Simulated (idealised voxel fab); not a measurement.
process module | voxel wiring stack
cross-section cut | 250 nm wide | cells 5 nm
A cross-section is a grid of square cells, given in bands from the top down. A band is one or more rows of cells.
Each band's line starts with the height of the band's top and of its bottom, in nm. Then come its materials from left to right, each with its width in nm. One material with "throughout" fills the band from edge to edge. "air" is empty space.
Height 0 is the level under which the wafer as received is all one material. The lowest band goes on downwards, as in "0 down".
A width such as "30 to 40" changes by the same amount from each row of cells to the next, from the band's top row to its bottom row.
"no change" after a step means that no cell of the cross-section changed.
closed voids: empty space of 8 cells or more with no open way to the top, each as width x height at its distance from the left edge, in nm
after a step's settings: what the simulator itself notes on the step
overlay nm, on a step with a mask: how far to the right of its planned place the mask lay; to the left if negative
plan
1 op RECEIVE | material Si
2 op CONFORMAL_DEP | material SiO2 | thk nm 10
3 op CONFORMAL_DEP | material SiN | thk nm 5
4 op DIRECTIONAL_DEP | material SiO2 | thk nm 20
5 op DIRECTIONAL_DEP | material aC | thk nm 10
6 op PATTERN | tone open | mask id METAL_1 | material resist | width nm 20 | pitch nm 40 | thk nm 25 | overlay nm 0
7 op DIRECTIONAL_ETCH | etch materials aC | depth nm 10
8 op STRIP | etch materials resist
9 op DIRECTIONAL_ETCH | etch materials SiO2 | depth nm 20
10 op DIRECTIONAL_ETCH | etch materials SiN | depth nm 5
11 op STRIP | etch materials aC
12 op CONFORMAL_DEP | material TiN | thk nm 5
13 op FILL_DEP | material Cu | thk nm 5
14 op CMP | height nm 35
15 op CONFORMAL_DEP | material SiCN | thk nm 5
16 op DIRECTIONAL_DEP | material lowk | thk nm 30
17 op MASKED_ETCH | tone open | mask id METAL_2 | width nm 20 | pitch nm 40 | etch materials lowk | depth nm 20 | overlay nm 0
18 op PATTERN | tone open | mask id METAL_2_HOLES | material resist | width nm 15 | pitch nm 40 | thk nm 20 | overlay nm 0
19 op DIRECTIONAL_ETCH | etch materials lowk | depth nm 10
20 op DIRECTIONAL_ETCH | etch materials SiCN | depth nm 5
21 op STRIP | etch materials resist
22 op CONFORMAL_DEP | material TiN | thk nm 5
23 op FILL_DEP | material Cu | thk nm 10
24 op CMP | height nm 70
25 op CONFORMAL_DEP | material SiCN | thk nm 5
26 op DIRECTIONAL_DEP | material lowk | thk nm 10
27 op DIRECTIONAL_DEP | material aC | thk nm 15
28 op PATTERN | tone open | mask id PLUG_2 | material resist | width nm 15 | thk nm 35 | overlay nm 0
29 op DIRECTIONAL_ETCH | etch materials aC | depth nm 15
30 op STRIP | etch materials resist
31 op DIRECTIONAL_ETCH | etch materials lowk | depth nm 10
32 op DIRECTIONAL_ETCH | etch materials SiCN | depth nm 5
33 op STRIP | etch materials aC
34 op EPI | material Ru | thk nm 10
35 op EPI | material Ru | thk nm 5
36 op CONFORMAL_DEP | material SiCN | thk nm 5
37 op DIRECTIONAL_DEP | material lowk | thk nm 20
38 op PATTERN | tone open | mask id METAL_3 | material resist | width nm 15 | pitch nm 40 | thk nm 15 | overlay nm 0
39 op DIRECTIONAL_ETCH | etch materials lowk | depth nm 20
40 op DIRECTIONAL_ETCH | etch materials SiCN | depth nm 5
41 op STRIP | etch materials resist
42 op CONFORMAL_DEP | material TiN | thk nm 5
43 op FILL_DEP | material Cu | thk nm 5
44 op CMP | height nm 110
45 op EPI | material Ru | thk nm 5
46 op FILL_DEP | material SiCN | thk nm 5
47 op DIRECTIONAL_DEP | material SiO2 | thk nm 10
48 op DIRECTIONAL_DEP | material aC | thk nm 10
49 op PATTERN | tone open | mask id PLUG_3 | material resist | width nm 15 | pitch nm 40 | thk nm 30 | overlay nm 0
50 op DIRECTIONAL_ETCH | etch materials aC | depth nm 10
51 op STRIP | etch materials resist
52 op DIRECTIONAL_ETCH | etch materials SiO2 | depth nm 10
53 op DIRECTIONAL_ETCH | etch materials SiCN | depth nm 5
54 op STRIP | etch materials aC
55 op EPI | material Ru | thk nm 10
56 op EPI | material Ru | thk nm 5
57 op CONFORMAL_DEP | material SiN | thk nm 5
58 op DIRECTIONAL_DEP | material SiO2 | thk nm 15
59 op MASKED_ETCH | tone open | mask id METAL_4 | width nm 20 | pitch nm 40 | etch materials SiO2 | depth nm 15 | overlay nm 0
60 op MASKED_ETCH | tone open | mask id METAL_4 | width nm 20 | pitch nm 40 | etch materials SiN | depth nm 5 | overlay nm 0
61 op CONFORMAL_DEP | material TiN | thk nm 5
62 op FILL_DEP | material W | thk nm 10
63 op CMP | height nm 150
64 op EPI | material Ru | thk nm 5
65 op FILL_DEP | material SiCN | thk nm 5
varied across the wafers: width nm of step 38. The plan shows the first wafer's value. All wafers start alike
first wafer as received, after step 1
  0 down: Si throughout
  closed voids: none
each wafer at the end: cells of each material gained (+) or lost (-) since it was received, then its closed voids
width nm 15 | +42 Cu | +49 Ru | +307 SiCN | +84 SiN | +482 SiO2 | +98 TiN | +12 W | +526 lowk | closed voids: none
width nm 20 | +50 Cu | +51 Ru | +303 SiCN | +84 SiN | +482 SiO2 | +100 TiN | +12 W | +518 lowk | closed voids: none
width nm 25 | +58 Cu | +53 Ru | +299 SiCN | +84 SiN | +482 SiO2 | +102 TiN | +12 W | +510 lowk | closed voids: none
